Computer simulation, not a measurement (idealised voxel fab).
Process module in this document: voxel transistor to metal
This is section cut - it's 180 nm across, gridded in 5 nm square cells.
A cross-section in this document is a grid of square cells, and it is written down as bands, the top band listed before the ones below it; a band is made up of one or more rows of cells. What a band's entry tells you: where the top is and where the bottom is, as heights in nm, and after that what lies inside, material by material from left to right, each with its width in nm. Empty space is written as the word "air", and a single material marked with the word "throughout" occupies the band from edge to edge. Counting heights begins at 0, where everything beneath is, in the wafer as received, one material. The lowest band has no bottom; it goes on downwards, as "0 and below" shows. Read "30->40" as a graded width: first number on top, second number at the bottom, same change between each pair of neighbouring rows. No cell of the cross-section changed in a step that is given as "identical to before". Reported under the label "Enclosed internal voids" are the empty spaces having no open way to the top and comprising 8 cells or more; the notation for each is width x height at distance, in which the distance is measured from the left edge and all three values are in nm. Anything after a step's settings on that line? It's the simulator's own note about the step. If you see "overlay nm" on a step's line and that step has a mask, it's telling you how far right of where it was planned the mask ended up; a negative number means it went left instead.
Steps planned for the process:
| 1 | RECEIVE: material Si |
| 2 | CONFORMAL_DEP: material SiO2, thk nm 5 |
| 3 | CONFORMAL_DEP: material SiN, thk nm 10 |
| 4 | MASKED_ETCH: tone cover, mask id ACTIVE, width nm 110, etch materials SiN, depth nm 10, overlay nm 0 |
| 5 | MASKED_ETCH: tone cover, mask id ACTIVE, width nm 110, etch materials SiO2, depth nm 5, overlay nm 0 |
| 6 | MASKED_ETCH: tone cover, mask id ACTIVE, width nm 110, etch materials Si, depth nm 30, overlay nm 0 |
| 7 | OXIDIZE: depth nm 5 |
| 8 | FILL_DEP: material SiO2, thk nm 5 |
| 9 | CMP: height nm 15 |
| 10 | SELECTIVE_ETCH: etch materials SiO2, depth nm 10 |
| 11 | STRIP: etch materials SiN |
| 12 | SELECTIVE_ETCH: etch materials SiO2, depth nm 5 |
| 13 | OXIDIZE: depth nm 5 |
| 14 | DIRECTIONAL_DEP: material polySi, thk nm 20 |
| 15 | DIRECTIONAL_DEP: material SiCN, thk nm 10 |
| 16 | PATTERN: tone cover, mask id GATE, material resist, width nm 30, thk nm 15, overlay nm 0 |
| 17 | DIRECTIONAL_ETCH: etch materials SiCN, depth nm 20 |
| 18 | DIRECTIONAL_ETCH: etch materials polySi, depth nm 30 |
| 19 | STRIP: etch materials resist |
| 20 | CONFORMAL_DEP: material SiN, thk nm 10 |
| 21 | DIRECTIONAL_ETCH: etch materials SiN, depth nm 10 |
| 22 | DIRECTIONAL_ETCH: etch materials SiO2, depth nm 5 |
| 23 | EPI: material pSi, thk nm 5 |
| 24 | FILL_DEP: material SiO2, thk nm 10 |
| 25 | CMP: height nm 20 |
| 26 | STRIP: etch materials polySi |
| 27 | SELECTIVE_ETCH: etch materials SiO2, depth nm 5 |
| 28 | CONFORMAL_DEP: material HfO2, thk nm 5 |
| 29 | CONFORMAL_DEP: material TiN, thk nm 5 |
| 30 | FILL_DEP: material W, thk nm 10 |
| 31 | CMP: height nm 15 |
| 32 | DIRECTIONAL_DEP: material SiO2, thk nm 10 |
| 33 | MASKED_ETCH: tone open, mask id CONTACT, width nm 20, pitch nm 80, etch materials SiO2, depth nm 25, overlay nm 0 |
| 34 | CONFORMAL_DEP: material TiN, thk nm 5 |
| 35 | FILL_DEP: material Ru, thk nm 5 |
| 36 | CMP: height nm 25 |
| 37 | CONFORMAL_DEP: material SiN, thk nm 5 |
| 38 | DIRECTIONAL_DEP: material lowk, thk nm 20 |
| 39 | DIRECTIONAL_DEP: material aC, thk nm 15 |
| 40 | PATTERN: tone open, mask id METAL_1, material resist, width nm 20, pitch nm 80, thk nm 30, overlay nm 0 |
| 41 | DIRECTIONAL_ETCH: etch materials aC, depth nm 15 |
| 42 | STRIP: etch materials resist |
| 43 | DIRECTIONAL_ETCH: etch materials lowk, depth nm 20 |
| 44 | DIRECTIONAL_ETCH: etch materials SiN, depth nm 5 |
| 45 | STRIP: etch materials aC |
| 46 | CONFORMAL_DEP: material TiN, thk nm 5 |
| 47 | FILL_DEP: material Cu, thk nm 5 |
| 48 | CMP: height nm 50 |
| 49 | CONFORMAL_DEP: material SiCN, thk nm 5 |
| 50 | DIRECTIONAL_DEP: material SiO2, thk nm 30 |
| 51 | MASKED_ETCH: tone open, mask id METAL_2_HOLES, width nm 15, pitch nm 80, etch materials SiO2, depth nm 30, overlay nm 0 |
| 52 | MASKED_ETCH: tone open, mask id METAL_2, width nm 20, pitch nm 80, etch materials SiO2, depth nm 20, overlay nm 0 |
| 53 | MASKED_ETCH: tone open, mask id METAL_2, width nm 20, pitch nm 80, etch materials SiCN, depth nm 5, overlay nm 0 |
| 54 | CONFORMAL_DEP: material TiN, thk nm 5 |
| 55 | FILL_DEP: material Ru, thk nm 10 |
| 56 | CMP: height nm 85 |
| 57 | CONFORMAL_DEP: material SiN, thk nm 5 |
Among the wafers covered here, the point of difference is the thk nm at step 34; their starting state is shared, and the plan presents the value of the first wafer.
Cross-section, first of several wafers, as delivered after step 1:
  0 and below | Si throughout
  Enclosed internal voids: none
Rows = wafers. At module end, each row lists per material the cells gained (+) or lost (-) since the wafer was received, then the closed voids:
thk nm 5; +16 Cu; +14 HfO2; +34 Ru; -132 Si; +30 SiCN; +76 SiN; +394 SiO2; +88 TiN; +4 W; +112 lowk; +12 pSi; Enclosed internal voids: none
thk nm 10; +16 Cu; +14 HfO2; +18 Ru; -132 Si; +30 SiCN; +76 SiN; +394 SiO2; +104 TiN; +4 W; +112 lowk; +12 pSi; Enclosed internal voids: none
thk nm 15; +16 Cu; +14 HfO2; +18 Ru; -132 Si; +30 SiCN; +76 SiN; +394 SiO2; +104 TiN; +4 W; +112 lowk; +12 pSi; Enclosed internal voids: none
thk nm 20; +16 Cu; +14 HfO2; +18 Ru; -132 Si; +30 SiCN; +76 SiN; +394 SiO2; +104 TiN; +4 W; +112 lowk; +12 pSi; Enclosed internal voids: none
